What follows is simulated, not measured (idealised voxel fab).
The document below concerns the process module designated voxel self aligned vias.
We display cut, a cross-section 260 nm in width whose square cells are each 5 nm.
Think of the cross-section as a grid of square cells. We describe it in bands, top to bottom, and each band covers one or more rows of those cells. Within each band entry, the heights of the top and of the bottom of the band appear first, in that order and in nm; the materials of the band then follow from left to right, each with its corresponding width in nm. The designation "full width" on a single material indicates that it fills the band from edge to edge; the designation "blank" indicates empty space. Where do heights start? At 0: under that level the wafer as delivered is made of one material only. And the lowest band has no floor; it just carries on downward, as in "top 0, no bottom". The width entry "30 to 40" should be interpreted row by row: the top row of cells in the band takes the first number, the bottom row takes the second number, and the change between adjacent rows is uniform throughout. Any step labelled "remained unchanged" changed none of the cells in the cross-section. Closed-off voids of 8+ cells (no open route to the top) go in "Catalogued sealed voids", written width x height at distance from the left edge, in nm. What comes after the settings on a step's line is commentary from the simulator itself on that step. overlay nm, on a step with a mask: how far to the right of its planned place the mask lay; to the left if negative.

-- The steps planned for the process are as follows
step 1: RECEIVE, material Si
step 2: CONFORMAL_DEP, material SiO2, thk nm 10
step 3: CONFORMAL_DEP, material SiCN, thk nm 5
step 4: DIRECTIONAL_DEP, material lowk, thk nm 30
step 5: MASKED_ETCH, tone open, mask id LINES, width nm 30, pitch nm 70, etch materials lowk, depth nm 30, overlay nm 0
step 6: CONFORMAL_DEP, material TiN, thk nm 5
step 7: FILL_DEP, material Ru, thk nm 5
step 8: CMP, height nm 45
step 9: SELECTIVE_ETCH, etch materials W Ru TiN, depth nm 10
step 10: FILL_DEP, material SiN, thk nm 5
step 11: CMP, height nm 45
step 12: DIRECTIONAL_DEP, material lowk, thk nm 15
step 13: MASKED_ETCH, tone open, mask id VIAS, width nm 50, pitch nm 140, etch materials lowk, depth nm 15, overlay nm 0
step 14: MASKED_ETCH, tone open, mask id VIAS, width nm 50, pitch nm 140, etch materials SiN, depth nm 10, overlay nm 0
step 15: CONFORMAL_DEP, material TiN, thk nm 5
step 16: FILL_DEP, material Ru, thk nm 10
step 17: CMP, height nm 60
step 18: CONFORMAL_DEP, material SiCN, thk nm 5

-- Delivered wafer in cross-section: state after step 1
  top 0, no bottom | Si full width
  Catalogued sealed voids: none

-- Looking at the first of two wafers in cross-section at end of module - ran to plan
  top 65, bottom 60 | SiCN full width
  top 60, bottom 50 | 35 lowk, then 5 TiN, then 40 Ru, then 5 TiN, then 90 lowk, then 5 TiN, then 40 Ru, then 5 TiN, then 35 lowk
  top 50, bottom 45 | 35 lowk, then 15 TiN, then 20 Ru, then 15 TiN, then 90 lowk, then 15 TiN, then 20 Ru, then 15 TiN, then 35 lowk
  top 45, bottom 40 | 45 lowk, then 5 TiN, then 20 Ru, then 5 TiN, then 40 lowk, then 30 SiN, then 40 lowk, then 5 TiN, then 20 Ru, then 5 TiN, then 45 lowk
  top 40, bottom 35 | 45 lowk, then 30 TiN, then 40 lowk, then 30 SiN, then 40 lowk, then 30 TiN, then 45 lowk
  top 35, bottom 20 | 45 lowk, then 5 TiN, then 20 Ru, then 5 TiN, then 40 lowk, then 5 TiN, then 20 Ru, then 5 TiN, then 40 lowk, then 5 TiN, then 20 Ru, then 5 TiN, then 45 lowk
  top 20, bottom 15 | 45 lowk, then 30 TiN, then 40 lowk, then 30 TiN, then 40 lowk, then 30 TiN, then 45 lowk
  top 15, bottom 10 | SiCN full width
  top 10, bottom 0 | SiO2 full width
  top 0, no bottom | Si full width
  Catalogued sealed voids: none

-- Wafer two, end of module, cross-section. Same start, same plan as wafer one. One mistake in the run
  top 65, bottom 60 | SiCN full width
  top 60, bottom 50 | 35 lowk, then 5 SiO2, then 40 Ru, then 5 SiO2, then 90 lowk, then 5 SiO2, then 40 Ru, then 5 SiO2, then 35 lowk
  top 50, bottom 45 | 35 lowk, then 15 SiO2, then 20 Ru, then 15 SiO2, then 90 lowk, then 15 SiO2, then 20 Ru, then 15 SiO2, then 35 lowk
  top 45, bottom 40 | 45 lowk, then 5 SiO2, then 20 Ru, then 5 SiO2, then 40 lowk, then 30 SiN, then 40 lowk, then 5 SiO2, then 20 Ru, then 5 SiO2, then 45 lowk
  top 40, bottom 35 | 45 lowk, then 30 SiO2, then 40 lowk, then 30 SiN, then 40 lowk, then 30 SiO2, then 45 lowk
  top 35, bottom 20 | 45 lowk, then 5 TiN, then 20 Ru, then 5 TiN, then 40 lowk, then 5 TiN, then 20 Ru, then 5 TiN, then 40 lowk, then 5 TiN, then 20 Ru, then 5 TiN, then 45 lowk
  top 20, bottom 15 | 45 lowk, then 30 TiN, then 40 lowk, then 30 TiN, then 40 lowk, then 30 TiN, then 45 lowk
  top 15, bottom 10 | SiCN full width
  top 10, bottom 0 | SiO2 full width
  top 0, no bottom | Si full width
  Catalogued sealed voids: none
Misprocessing identified: so step 15 ended up running with a different setting than we planned, it ran as CONFORMAL_DEP, material SiO2, thk nm 5
Wrapping up, a cell-based count of both wafers puts the second over or under the first for these materials: SiO2 +36 | TiN -36
